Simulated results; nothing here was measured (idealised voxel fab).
process module | voxel transistor to metal
cross-section cut | 195 nm wide | cells 5 nm
A cross-section is a grid of square cells, given in bands from the top down. A band is one or more rows of cells.
Each band's line starts with the height of the band's top and of its bottom, in nm. Then come its materials from left to right, each with its width in nm. One material with "throughout" fills the band from edge to edge. "air" is empty space.
Height 0 is the level under which the wafer as received is all one material. The lowest band goes on downwards, as in "0 down".
A width such as "30 to 40" changes by the same amount from each row of cells to the next, from the band's top row to its bottom row.
"no change" after a step means that no cell of the cross-section changed.
closed voids: empty space of 8 cells or more with no open way to the top, each as width x height at its distance from the left edge, in nm
after a step's settings: what the simulator itself notes on the step
overlay nm, on a step with a mask: how far to the right of its planned place the mask lay; to the left if negative
plan
1 op RECEIVE | material Si
2 op CONFORMAL_DEP | material SiO2 | thk nm 5
3 op CONFORMAL_DEP | material SiN | thk nm 10
4 op PATTERN | tone cover | mask id ACTIVE | material resist | width nm 125 | thk nm 15 | overlay nm 0
5 op DIRECTIONAL_ETCH | etch materials SiN | depth nm 10
6 op DIRECTIONAL_ETCH | etch materials SiO2 | depth nm 5
7 op DIRECTIONAL_ETCH | etch materials Si | depth nm 20
8 op STRIP | etch materials resist
9 op OXIDIZE | depth nm 5
10 op FILL_DEP | material SiO2 | thk nm 5
11 op CMP | height nm 15
12 op SELECTIVE_ETCH | etch materials SiO2 | depth nm 10
13 op STRIP | etch materials SiN
14 op SELECTIVE_ETCH | etch materials SiO2 | depth nm 5
15 op OXIDIZE | depth nm 5
16 op DIRECTIONAL_DEP | material polySi | thk nm 30
17 op DIRECTIONAL_DEP | material SiCN | thk nm 15
18 op PATTERN | tone cover | mask id GATE | material resist | width nm 35 | thk nm 15 | overlay nm 0
19 op DIRECTIONAL_ETCH | etch materials SiCN | depth nm 25
20 op DIRECTIONAL_ETCH | etch materials polySi | depth nm 40
21 op STRIP | etch materials resist
22 op CONFORMAL_DEP | material SiO2 | thk nm 5
23 op DIRECTIONAL_ETCH | etch materials SiO2 | depth nm 5
24 op CONFORMAL_DEP | material SiN | thk nm 5
25 op DIRECTIONAL_ETCH | etch materials SiN | depth nm 5
26 op DIRECTIONAL_ETCH | etch materials SiO2 | depth nm 5
27 op DIRECTIONAL_ETCH | etch materials Si | depth nm 15
28 op EPI | material SiGe | thk nm 20
29 op FILL_DEP | material SiO2 | thk nm 5
30 op CMP | height nm 30
31 op STRIP | etch materials polySi
32 op SELECTIVE_ETCH | etch materials SiO2 | depth nm 5
33 op CONFORMAL_DEP | material HfO2 | thk nm 5
34 op CONFORMAL_DEP | material TiN | thk nm 5
35 op FILL_DEP | material W | thk nm 10
36 op CMP | height nm 25
37 op DIRECTIONAL_DEP | material SiO2 | thk nm 10
38 op DIRECTIONAL_DEP | material aC | thk nm 15
39 op PATTERN | tone open | mask id CONTACT | material resist | width nm 15 | pitch nm 90 | thk nm 30 | overlay nm 0
40 op DIRECTIONAL_ETCH | etch materials aC | depth nm 15
41 op STRIP | etch materials resist
42 op DIRECTIONAL_ETCH | etch materials SiO2 | depth nm 35
43 op STRIP | etch materials aC
44 op CONFORMAL_DEP | material TiN | thk nm 5
45 op FILL_DEP | material Ru | thk nm 5
46 op CMP | height nm 35
47 op DIRECTIONAL_DEP | material TiN | thk nm 5
48 op DIRECTIONAL_DEP | material W | thk nm 15
49 op PATTERN | tone cover | mask id METAL_1 | material resist | width nm 15 | pitch nm 90 | thk nm 15 | overlay nm 0
50 op DIRECTIONAL_ETCH | etch materials W | depth nm 15
51 op DIRECTIONAL_ETCH | etch materials TiN | depth nm 5
52 op STRIP | etch materials resist
53 op FILL_DEP | material lowk | thk nm 10
54 op CMP | height nm 55
55 op CONFORMAL_DEP | material SiN | thk nm 5
as received, after step 1
  0 down: Si throughout
  closed voids: none
a wafer at the end: this start, this plan, one mistake
  60 to 55: SiN throughout
  55 to 40: lowk 45 | W 15 | lowk 75 | W 15 | lowk 45
  40 to 35: lowk 45 | TiN 15 | lowk 75 | TiN 15 | lowk 45
  35 to 25: SiO2 45 | TiN 5 | Ru 5 | TiN 5 | SiO2 75 | TiN 5 | Ru 5 | TiN 5 | SiO2 45
  25 to 20: SiO2 45 | TiN 15 | SiO2 10 | SiN 5 | HfO2 5 | TiN 5 | W 25 | TiN 5 | HfO2 5 | SiN 5 | SiO2 10 | TiN 15 | SiO2 45
  20 to 5: SiO2 45 | SiGe 25 | SiN 5 | HfO2 5 | TiN 5 | W 25 | TiN 5 | HfO2 5 | SiN 5 | SiGe 25 | SiO2 45
  5 to 0: SiO2 30 | SiGe 40 | SiN 5 | HfO2 5 | TiN 35 | HfO2 5 | SiN 5 | SiGe 40 | SiO2 30
  0 to -5: SiO2 30 | SiGe 40 | SiO2 5 | HfO2 45 | SiO2 5 | SiGe 40 | SiO2 30
  -5 to -20: SiO2 40 | SiGe 30 | Si 55 | SiGe 30 | SiO2 40
  -20 to -25: SiO2 40 | Si 115 | SiO2 40
  -25 down: Si throughout
  closed voids: none
what went wrong: step 28 ran as: op EPI | material SiGe | thk nm 25
